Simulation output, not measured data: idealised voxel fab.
Name of the process module below: voxel ribs on slabs
Cross-sectional view cut (width: 155 nm; square cell size: 5 nm).
Heads up, the way a cross-section reads in here is a grid of square cells, handed over as bands from the top down, with every band being one or more rows of cells. Heights first: top, then bottom, in nm. Then materials, left to right, each with a width in nm. "everywhere" on a single material: fills the band edge to edge. "air": empty space. The level at which height equals 0 is the one under which the wafer, as it arrives, is entirely one material. No lower edge exists for the bottom band, which continues downward and is notated as in "0 -> down". Width spec "30..40" -> top row of cells at first value, bottom row at second value, equal per-row change in between. No cell of the cross-section changed in a step that is given as "no alterations made". You'll see "Closed void catalog" listing empty spaces that have no way open to the top, as long as they're 8 cells or more; the notation is width x height at distance, where the distance is from the left edge, and all of it is in nm. Where a step's line continues beyond its settings, the continuation is a remark by the simulator itself on that step. "overlay nm" answers the question of how far to the right of plan the mask lay on a step that has a mask, and when it is negative the answer is to the left.
The process steps that were planned are listed below
1. op RECEIVE | material Si
2. op DIRECTIONAL_DEP | material SiO2 | thk nm 20
3. op DIRECTIONAL_DEP | material SiN | thk nm 20
4. op PATTERN | tone cover | mask id RIB | material resist | width nm 15 | thk nm 15 | overlay nm 0
5. op DIRECTIONAL_ETCH | etch materials SiN | depth nm 10
6. op STRIP | etch materials resist
7. op MASKED_ETCH | tone cover | mask id SLAB | width nm 75 | etch materials SiN | depth nm 10 | overlay nm 0
8. op FILL_DEP | material SiO2 | thk nm 25
9. op CMP | height nm 60
10. op DIRECTIONAL_DEP | material TiN | thk nm 5
11. op PATTERN | tone cover | mask id HEATER | material resist | width nm 25 | thk nm 20 | overlay nm 0
12. op DIRECTIONAL_ETCH | etch materials TiN | depth nm 5
13. op STRIP | etch materials resist
14. op CONFORMAL_DEP | material SiN | thk nm 10
Incoming wafer, cross-sectional view, post step 1
- 0 -> down  Si everywhere
- Closed void catalog: none
Starting wafer: above. Plan: above. Run: one mistake. Cross-section after the module: below
- 75 -> 70  air (55)  SiN (45)  air (55)
- 70 -> 65  SiN everywhere
- 65 -> 60  SiN (65)  TiN (25)  SiN (65)
- 60 -> 50  SiO2 (70)  SiN (15)  SiO2 (70)
- 50 -> 40  SiO2 (40)  SiN (75)  SiO2 (40)
- 40 -> 20  SiN everywhere
- 20 -> 0  SiO2 everywhere
- 0 -> down  Si everywhere
- Closed void catalog: none
The plan and the run diverged here: yeah, plan step 3 got run twice
